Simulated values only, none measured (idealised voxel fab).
process module | voxel transistor to metal
cross-section cut | 190 nm wide | cells 5 nm
A cross-section is a grid of square cells, given in bands from the top down. A band is one or more rows of cells.
Each band's line starts with the height of the band's top and of its bottom, in nm. Then come its materials from left to right, each with its width in nm. One material with "throughout" fills the band from edge to edge. "air" is empty space.
Height 0 is the level under which the wafer as received is all one material. The lowest band goes on downwards, as in "0 down".
A width such as "30 to 40" changes by the same amount from each row of cells to the next, from the band's top row to its bottom row.
"no change" after a step means that no cell of the cross-section changed.
closed voids: empty space of 8 cells or more with no open way to the top, each as width x height at its distance from the left edge, in nm
after a step's settings: what the simulator itself notes on the step
overlay nm, on a step with a mask: how far to the right of its planned place the mask lay; to the left if negative
plan
1 op RECEIVE | material Si
2 op OXIDIZE | depth nm 5
3 op CONFORMAL_DEP | material SiN | thk nm 10
4 op MASKED_ETCH | tone cover | mask id ACTIVE | width nm 125 | etch materials SiN | depth nm 10 | overlay nm 0
5 op MASKED_ETCH | tone cover | mask id ACTIVE | width nm 125 | etch materials SiO2 | depth nm 5 | overlay nm 0
6 op MASKED_ETCH | tone cover | mask id ACTIVE | width nm 125 | etch materials Si | depth nm 20 | overlay nm 0
7 op OXIDIZE | depth nm 5
8 op FILL_DEP | material SiO2 | thk nm 5
9 op CMP | height nm 10
10 op SELECTIVE_ETCH | etch materials SiO2 | depth nm 5
11 op STRIP | etch materials SiN
12 op SELECTIVE_ETCH | etch materials SiO2 | depth nm 5
13 op OXIDIZE | depth nm 5
14 op DIRECTIONAL_DEP | material polySi | thk nm 30
15 op DIRECTIONAL_DEP | material SiCN | thk nm 10
16 op MASKED_ETCH | tone cover | mask id GATE | width nm 35 | etch materials SiCN | depth nm 20 | overlay nm 0
17 op MASKED_ETCH | tone cover | mask id GATE | width nm 35 | etch materials polySi | depth nm 40 | overlay nm 0
18 op CONFORMAL_DEP | material SiN | thk nm 5
19 op DIRECTIONAL_ETCH | etch materials SiN | depth nm 5
20 op DIRECTIONAL_ETCH | etch materials SiO2 | depth nm 5
21 op EPI | material pSi | thk nm 5
22 op FILL_DEP | material SiO2 | thk nm 10
23 op CMP | height nm 25
24 op STRIP | etch materials polySi
25 op SELECTIVE_ETCH | etch materials SiO2 | depth nm 5
26 op CONFORMAL_DEP | material HfO2 | thk nm 5
27 op CONFORMAL_DEP | material TiN | thk nm 5
28 op FILL_DEP | material W | thk nm 5
29 op CMP | height nm 20
30 op DIRECTIONAL_DEP | material SiO2 | thk nm 10
31 op MASKED_ETCH | tone open | mask id CONTACT | width nm 20 | pitch nm 85 | etch materials SiO2 | depth nm 35 | overlay nm 0
32 op CONFORMAL_DEP | material TiN | thk nm 5
33 op FILL_DEP | material Ru | thk nm 5
34 op CMP | height nm 30
35 op CONFORMAL_DEP | material SiCN | thk nm 5
36 op DIRECTIONAL_DEP | material SiO2 | thk nm 25
37 op PATTERN | tone open | mask id METAL_1 | material resist | width nm 20 | pitch nm 85 | thk nm 15 | overlay nm 0
38 op DIRECTIONAL_ETCH | etch materials SiO2 | depth nm 25
39 op DIRECTIONAL_ETCH | etch materials SiCN | depth nm 5
40 op STRIP | etch materials resist
41 op CONFORMAL_DEP | material TiN | thk nm 5
42 op FILL_DEP | material Cu | thk nm 5
43 op CMP | height nm 60
44 op EPI | material Ru | thk nm 5
45 op FILL_DEP | material SiCN | thk nm 5
46 op DIRECTIONAL_DEP | material lowk | thk nm 30
47 op PATTERN | tone open | mask id METAL_2_HOLES | material resist | width nm 15 | pitch nm 85 | thk nm 15 | overlay nm 0
48 op DIRECTIONAL_ETCH | etch materials lowk | depth nm 30
49 op STRIP | etch materials resist
50 op PATTERN | tone open | mask id METAL_2 | material resist | width nm 20 | pitch nm 85 | thk nm 15 | overlay nm 0
51 op DIRECTIONAL_ETCH | etch materials lowk | depth nm 20
52 op DIRECTIONAL_ETCH | etch materials SiCN | depth nm 5
53 op STRIP | etch materials resist
54 op CONFORMAL_DEP | material TiN | thk nm 5
55 op FILL_DEP | material Cu | thk nm 5
56 op CMP | height nm 100
57 op CONFORMAL_DEP | material SiN | thk nm 5
as received, after step 1
  0 down: Si throughout
  closed voids: none
a wafer at the end: this start, this plan, one mistake
  105 to 100: SiN throughout
  100 to 85: lowk 40 | TiN 5 | Cu 10 | TiN 5 | lowk 65 | TiN 5 | Cu 10 | TiN 5 | lowk 45
  85 to 80: lowk 40 | TiN 5 | Cu 5 | TiN 10 | lowk 65 | TiN 5 | Cu 5 | TiN 10 | lowk 45
  80 to 70: lowk 40 | TiN 5 | Cu 5 | TiN 5 | lowk 70 | TiN 5 | Cu 5 | TiN 5 | lowk 50
  70 to 65: SiCN 40 | TiN 15 | SiCN 70 | TiN 15 | SiCN 50
  65 to 60: SiCN 35 | Ru 30 | SiCN 55 | Ru 30 | SiCN 40
  60 to 35: SiO2 40 | TiN 5 | Cu 10 | TiN 5 | SiO2 65 | TiN 5 | Cu 10 | TiN 5 | SiO2 45
  35 to 30: SiCN 40 | TiN 20 | SiCN 65 | TiN 20 | SiCN 45
  30 to 20: SiO2 40 | TiN 5 | Ru 10 | TiN 5 | SiO2 65 | TiN 5 | Ru 10 | TiN 5 | SiO2 45
  20 to 15: SiCN 25 | SiN 5 | SiO2 10 | TiN 20 | SiO2 10 | SiN 5 | SiCN 35 | SiN 5 | SiO2 10 | TiN 20 | SiO2 10 | SiN 5 | SiCN 30
  15 to 0: SiCN throughout
  0 to -5: SiO2 25 | SiCN 135 | SiO2 30
  -5 to -10: SiO2 throughout
  -10 to -30: SiO2 35 | Si 115 | SiO2 40
  -30 down: Si throughout
  closed voids: none
what went wrong: step 14 ran as: op DIRECTIONAL_DEP | material SiCN | thk nm 30
